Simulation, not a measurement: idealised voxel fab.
Process module heading - voxel self aligned contacts
150 nm wide, 5 nm square cells: that's cross-section cut.
Cross-sections here: square-cell grids, written as top-down lists of bands, a band being one or more rows of cells. Look at the band entry: it leads with the top's height and the bottom's height in nm. Then it lists the materials left to right, with a width in nm for each. The word "everywhere" on a single material says that material fills the band edge to edge. The word "air" is empty space. Ref level 0: as-received wafer is one material below here. Bottom band extends down with no lower bound ("from 0 down"). Width: "30..40" (first number = top row, second number = bottom row, same change from row to row of cells). "stayed the same" (step): cross-section cells unchanged, all of them. "Unvented cavities" lists enclosed empty spaces (at least 8 cells, no open path upward to the top), each as width x height at distance from the left edge, in nm. On a step's line, text after the settings is the simulator commenting on that step. overlay nm: on a step with a mask, how far right of its planned place the mask lay; negative means left.
So here's the lineup of process steps we planned
- 1: RECEIVE (material Si)
- 2: CONFORMAL_DEP (material SiO2; thk nm 5)
- 3: DIRECTIONAL_DEP (material polySi; thk nm 25)
- 4: DIRECTIONAL_DEP (material SiN; thk nm 20)
- 5: DIRECTIONAL_DEP (material aC; thk nm 15)
- 6: PATTERN (tone cover; mask id GATE; material resist; width nm 30; pitch nm 70; thk nm 30; overlay nm 0)
- 7: DIRECTIONAL_ETCH (etch materials aC; depth nm 15)
- 8: STRIP (etch materials resist)
- 9: DIRECTIONAL_ETCH (etch materials SiN; depth nm 20)
- 10: DIRECTIONAL_ETCH (etch materials polySi; depth nm 25)
- 11: STRIP (etch materials aC)
- 12: CONFORMAL_DEP (material SiN; thk nm 10)
- 13: DIRECTIONAL_ETCH (etch materials SiN; depth nm 10)
- 14: FILL_DEP (material SiO2; thk nm 10)
- 15: CMP (height nm 55)
- 16: MASKED_ETCH (tone open; mask id CONTACT; width nm 50; etch materials SiO2; depth nm 55; overlay nm 0)
- 17: CONFORMAL_DEP (material TiN; thk nm 5)
- 18: FILL_DEP (material W; thk nm 10)
- 19: CMP (height nm 55)
- 20: CONFORMAL_DEP (material SiCN; thk nm 5)
Cross-section of the wafer at receipt, which is the condition after step 1
    from 0 down = Si everywhere
    Unvented cavities: none
First of two wafers, end-of-module section, run followed plan
    from 60 to 55 = SiCN everywhere
    from 55 to 50 = 50 nm SiO2; 20 nm TiN; 10 nm W; 20 nm TiN; 50 nm SiO2
    from 50 to 30 = 15 nm SiO2; 50 nm SiN; 5 nm TiN; 10 nm W; 5 nm TiN; 50 nm SiN; 15 nm SiO2
    from 30 to 5 = 15 nm SiO2; 10 nm SiN; 30 nm polySi; 10 nm SiN; 5 nm TiN; 10 nm W; 5 nm TiN; 10 nm SiN; 30 nm polySi; 10 nm SiN; 15 nm SiO2
    from 5 to 0 = 65 nm SiO2; 20 nm TiN; 65 nm SiO2
    from 0 down = Si everywhere
    Unvented cavities: none
Wafer two, end of module, cross-section. Same start, same plan as wafer one. One mistake in the run
    from 60 to 55 = SiCN everywhere
    from 55 to 45 = 50 nm SiO2; 5..20 nm TiN; 40..10 nm W; 5..20 nm TiN; 50 nm SiO2
    from 45 to 25 = 15 nm SiO2; 50 nm SiN; 5 nm TiN; 10 nm W; 5 nm TiN; 50 nm SiN; 15 nm SiO2
    from 25 to 5 = 15 nm SiO2; 10 nm SiN; 30 nm polySi; 10 nm SiN; 5 nm TiN; 10 nm W; 5 nm TiN; 10 nm SiN; 30 nm polySi; 10 nm SiN; 15 nm SiO2
    from 5 to 0 = 15 nm SiO2; 10 nm SiN; 30 nm polySi; 10 nm SiN; 20 nm TiN; 10 nm SiN; 30 nm polySi; 10 nm SiN; 15 nm SiO2
    from 0 down = Si everywhere
    Unvented cavities: none
Run error: step 2 of the plan was bypassed and not carried out
Final cells, second wafer relative to first, materials higher or lower: SiO2 -6; W +6
